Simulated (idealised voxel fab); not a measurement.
process module | voxel self aligned vias
cross-section cut | 170 nm wide | cells 5 nm
A cross-section is a grid of square cells, given in bands from the top down. A band is one or more rows of cells.
Each band's line starts with the height of the band's top and of its bottom, in nm. Then come its materials from left to right, each with its width in nm. One material with "throughout" fills the band from edge to edge. "air" is empty space.
Height 0 is the level under which the wafer as received is all one material. The lowest band goes on downwards, as in "0 down".
A width such as "30 to 40" changes by the same amount from each row of cells to the next, from the band's top row to its bottom row.
"no change" after a step means that no cell of the cross-section changed.
closed voids: empty space of 8 cells or more with no open way to the top, each as width x height at its distance from the left edge, in nm
after a step's settings: what the simulator itself notes on the step
overlay nm, on a step with a mask: how far to the right of its planned place the mask lay; to the left if negative
plan
1 op RECEIVE | material Si
2 op CONFORMAL_DEP | material SiO2 | thk nm 15
3 op CONFORMAL_DEP | material SiCN | thk nm 5
4 op DIRECTIONAL_DEP | material lowk | thk nm 20
5 op PATTERN | tone open | mask id LINES | material resist | width nm 20 | pitch nm 50 | thk nm 20 | overlay nm 0
6 op DIRECTIONAL_ETCH | etch materials lowk | depth nm 20
7 op STRIP | etch materials resist
8 op CONFORMAL_DEP | material TiN | thk nm 5
9 op FILL_DEP | material Ru | thk nm 5
10 op CMP | height nm 40
11 op SELECTIVE_ETCH | etch materials W Ru TiN | depth nm 5
12 op FILL_DEP | material SiN | thk nm 10
13 op CMP | height nm 40
14 op DIRECTIONAL_DEP | material lowk | thk nm 15
15 op MASKED_ETCH | tone open | mask id VIAS | width nm 30 | etch materials lowk | depth nm 15 | overlay nm 0
16 op MASKED_ETCH | tone open | mask id VIAS | width nm 30 | etch materials SiN | depth nm 5 | overlay nm 0
17 op CONFORMAL_DEP | material TiN | thk nm 5
18 op FILL_DEP | material Ru | thk nm 10
19 op CMP | height nm 55
20 op CONFORMAL_DEP | material SiN | thk nm 5
first wafer, as planned
as received, after step 1
  0 down: Si throughout
  closed voids: none
after step 2
  15 to 0: SiO2 throughout
  below 0: unchanged
after step 3
  20 to 15: SiCN throughout
  below 15: unchanged
after step 4
  40 to 20: lowk throughout
  below 20: unchanged
after step 5
  60 to 40: resist 50 | air 20 | resist 30 | air 20 | resist 50
  below 40: unchanged
after step 6
  60 to 40: resist 50 | air 20 | resist 30 | air 20 | resist 50
  40 to 20: lowk 50 | air 20 | lowk 30 | air 20 | lowk 50
  below 20: unchanged
after step 7
  40 to 20: lowk 50 | air 20 | lowk 30 | air 20 | lowk 50
  below 20: unchanged
after step 8
  45 to 40: TiN 55 | air 10 | TiN 40 | air 10 | TiN 55
  40 to 25: lowk 50 | TiN 5 | air 10 | TiN 5 | lowk 30 | TiN 5 | air 10 | TiN 5 | lowk 50
  25 to 20: lowk 50 | TiN 20 | lowk 30 | TiN 20 | lowk 50
  below 20: unchanged
after step 9
  50 to 45: Ru throughout
  45 to 40: TiN 55 | Ru 10 | TiN 40 | Ru 10 | TiN 55
  40 to 25: lowk 50 | TiN 5 | Ru 10 | TiN 5 | lowk 30 | TiN 5 | Ru 10 | TiN 5 | lowk 50
  below 25: unchanged
after step 10
  40 to 25: lowk 50 | TiN 5 | Ru 10 | TiN 5 | lowk 30 | TiN 5 | Ru 10 | TiN 5 | lowk 50
  below 25: unchanged
after step 11
  40 to 35: lowk 50 | air 20 | lowk 30 | air 20 | lowk 50
  below 35: unchanged
after step 12
  50 to 40: SiN throughout
  40 to 35: lowk 50 | SiN 20 | lowk 30 | SiN 20 | lowk 50
  below 35: unchanged
after step 13
  40 to 35: lowk 50 | SiN 20 | lowk 30 | SiN 20 | lowk 50
  below 35: unchanged
after step 14
  55 to 40: lowk throughout
  below 40: unchanged
after step 15
  55 to 40: lowk 45 | air 30 | lowk 95
  below 40: unchanged
after step 16
  55 to 40: lowk 45 | air 30 | lowk 95
  40 to 35: lowk 50 | air 20 | lowk 30 | SiN 20 | lowk 50
  below 35: unchanged
after step 17
  60 to 55: TiN 50 | air 20 | TiN 100
  55 to 45: lowk 45 | TiN 5 | air 20 | TiN 5 | lowk 95
  45 to 40: lowk 45 | TiN 10 | air 10 | TiN 10 | lowk 95
  40 to 35: lowk 50 | TiN 20 | lowk 30 | SiN 20 | lowk 50
  below 35: unchanged
after step 18
  70 to 60: Ru throughout
  60 to 55: TiN 50 | Ru 20 | TiN 100
  55 to 45: lowk 45 | TiN 5 | Ru 20 | TiN 5 | lowk 95
  45 to 40: lowk 45 | TiN 10 | Ru 10 | TiN 10 | lowk 95
  below 40: unchanged
after step 19
  55 to 45: lowk 45 | TiN 5 | Ru 20 | TiN 5 | lowk 95
  below 45: unchanged
after step 20
  60 to 55: SiN throughout
  below 55: unchanged
second wafer: like start, like plan, one mistake. Through step 4 it matches the first wafer
when step 5 should have ended
  60 to 40: air 50 | resist 20 | air 30 | resist 20 | air 50
  below 40: unchanged
when step 6 should have ended
  60 to 40: air 50 | resist 20 | air 30 | resist 20 | air 50
  40 to 20: air 50 | lowk 20 | air 30 | lowk 20 | air 50
  below 20: unchanged
when step 7 should have ended
  40 to 20: air 50 | lowk 20 | air 30 | lowk 20 | air 50
  below 20: unchanged
when step 8 should have ended
  45 to 40: air 45 | TiN 30 | air 20 | TiN 30 | air 45
  40 to 25: air 45 | TiN 5 | lowk 20 | TiN 5 | air 20 | TiN 5 | lowk 20 | TiN 5 | air 45
  25 to 20: TiN 50 | lowk 20 | TiN 30 | lowk 20 | TiN 50
  below 20: unchanged
when step 9 should have ended
  50 to 45: Ru throughout
  45 to 40: Ru 45 | TiN 30 | Ru 20 | TiN 30 | Ru 45
  40 to 25: Ru 45 | TiN 5 | lowk 20 | TiN 5 | Ru 20 | TiN 5 | lowk 20 | TiN 5 | Ru 45
  below 25: unchanged
when step 10 should have ended
  40 to 25: Ru 45 | TiN 5 | lowk 20 | TiN 5 | Ru 20 | TiN 5 | lowk 20 | TiN 5 | Ru 45
  below 25: unchanged
when step 11 should have ended
  40 to 35: air 50 | lowk 20 | air 30 | lowk 20 | air 50
  below 35: unchanged
when step 12 should have ended
  50 to 40: SiN throughout
  40 to 35: SiN 50 | lowk 20 | SiN 30 | lowk 20 | SiN 50
  below 35: unchanged
when step 13 should have ended
  40 to 35: SiN 50 | lowk 20 | SiN 30 | lowk 20 | SiN 50
  below 35: unchanged
when step 14 should have ended
  55 to 40: lowk throughout
  below 40: unchanged
when step 15 should have ended
  55 to 40: lowk 45 | air 30 | lowk 95
  below 40: unchanged
when step 16 should have ended
  55 to 40: lowk 45 | air 30 | lowk 95
  40 to 35: SiN 45 | air 5 | lowk 20 | air 5 | SiN 25 | lowk 20 | SiN 50
  below 35: unchanged
when step 17 should have ended
  60 to 55: TiN 50 | air 20 | TiN 100
  55 to 45: lowk 45 | TiN 5 | air 20 | TiN 5 | lowk 95
  45 to 40: lowk 45 | TiN 30 | lowk 95
  40 to 35: SiN 45 | TiN 5 | lowk 20 | TiN 5 | SiN 25 | lowk 20 | SiN 50
  below 35: unchanged
when step 18 should have ended
  70 to 60: Ru throughout
  60 to 55: TiN 50 | Ru 20 | TiN 100
  55 to 45: lowk 45 | TiN 5 | Ru 20 | TiN 5 | lowk 95
  below 45: unchanged
when step 19 should have ended
  55 to 45: lowk 45 | TiN 5 | Ru 20 | TiN 5 | lowk 95
  below 45: unchanged
when step 20 should have ended
  60 to 55: SiN throughout
  below 55: unchanged
what went wrong: step 5 ran as: op PATTERN | tone cover | mask id LINES | material resist | width nm 20 | pitch nm 50 | thk nm 20 | overlay nm 0
at the end the second wafer has, in cells: 34 more of Ru | 20 more of SiN | 18 more of TiN | 72 fewer of lowk
